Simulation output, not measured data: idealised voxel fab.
process module | voxel self aligned contacts
cross-section cut | 235 nm wide | cells 5 nm
A cross-section is a grid of square cells, given in bands from the top down. A band is one or more rows of cells.
Each band's line starts with the height of the band's top and of its bottom, in nm. Then come its materials from left to right, each with its width in nm. One material with "throughout" fills the band from edge to edge. "air" is empty space.
Height 0 is the level under which the wafer as received is all one material. The lowest band goes on downwards, as in "0 down".
A width such as "30 to 40" changes by the same amount from each row of cells to the next, from the band's top row to its bottom row.
"no change" after a step means that no cell of the cross-section changed.
closed voids: empty space of 8 cells or more with no open way to the top, each as width x height at its distance from the left edge, in nm
after a step's settings: what the simulator itself notes on the step
overlay nm, on a step with a mask: how far to the right of its planned place the mask lay; to the left if negative
plan
1 op RECEIVE | material Si
2 op OXIDIZE | depth nm 5
3 op DIRECTIONAL_DEP | material polySi | thk nm 30
4 op DIRECTIONAL_DEP | material SiN | thk nm 20
5 op PATTERN | tone cover | mask id GATE | material resist | width nm 30 | pitch nm 70 | thk nm 15 | overlay nm 0
6 op DIRECTIONAL_ETCH | etch materials SiN | depth nm 20
7 op DIRECTIONAL_ETCH | etch materials polySi | depth nm 30
8 op STRIP | etch materials resist
9 op CONFORMAL_DEP | material SiN | thk nm 10
10 op DIRECTIONAL_ETCH | etch materials SiN | depth nm 10
11 op FILL_DEP | material SiO2 | thk nm 20
12 op CMP | height nm 60
13 op DIRECTIONAL_DEP | material aC | thk nm 15
14 op PATTERN | tone open | mask id CONTACT | material resist | width nm 50 | pitch nm 70 | thk nm 30 | overlay nm 0
15 op DIRECTIONAL_ETCH | etch materials aC | depth nm 15
16 op STRIP | etch materials resist
17 op DIRECTIONAL_ETCH | etch materials SiO2 | depth nm 65
18 op STRIP | etch materials aC
19 op CONFORMAL_DEP | material TiN | thk nm 5
20 op FILL_DEP | material W | thk nm 5
21 op CMP | height nm 60
22 op CONFORMAL_DEP | material SiCN | thk nm 5
as received, after step 1
  0 down: Si throughout
  closed voids: none
a wafer at the end: this start, this plan, one mistake
  65 to 60: SiCN throughout
  60 to 35: SiO2 20 | SiN 10 | polySi 30 | SiN 10 | TiN 5 | W 10 | TiN 5 | SiN 10 | polySi 30 | SiN 10 | TiN 5 | W 10 | TiN 5 | SiN 10 | polySi 30 | SiN 10 | SiO2 25
  35 to 30: SiO2 20 | SiN 10 | polySi 30 | SiN 10 | TiN 20 | SiN 10 | polySi 30 | SiN 10 | TiN 20 | SiN 10 | polySi 30 | SiN 10 | SiO2 25
  30 to 0: polySi throughout
  0 to -5: SiO2 throughout
  -5 down: Si throughout
  closed voids: none
what went wrong: step 3 was run twice
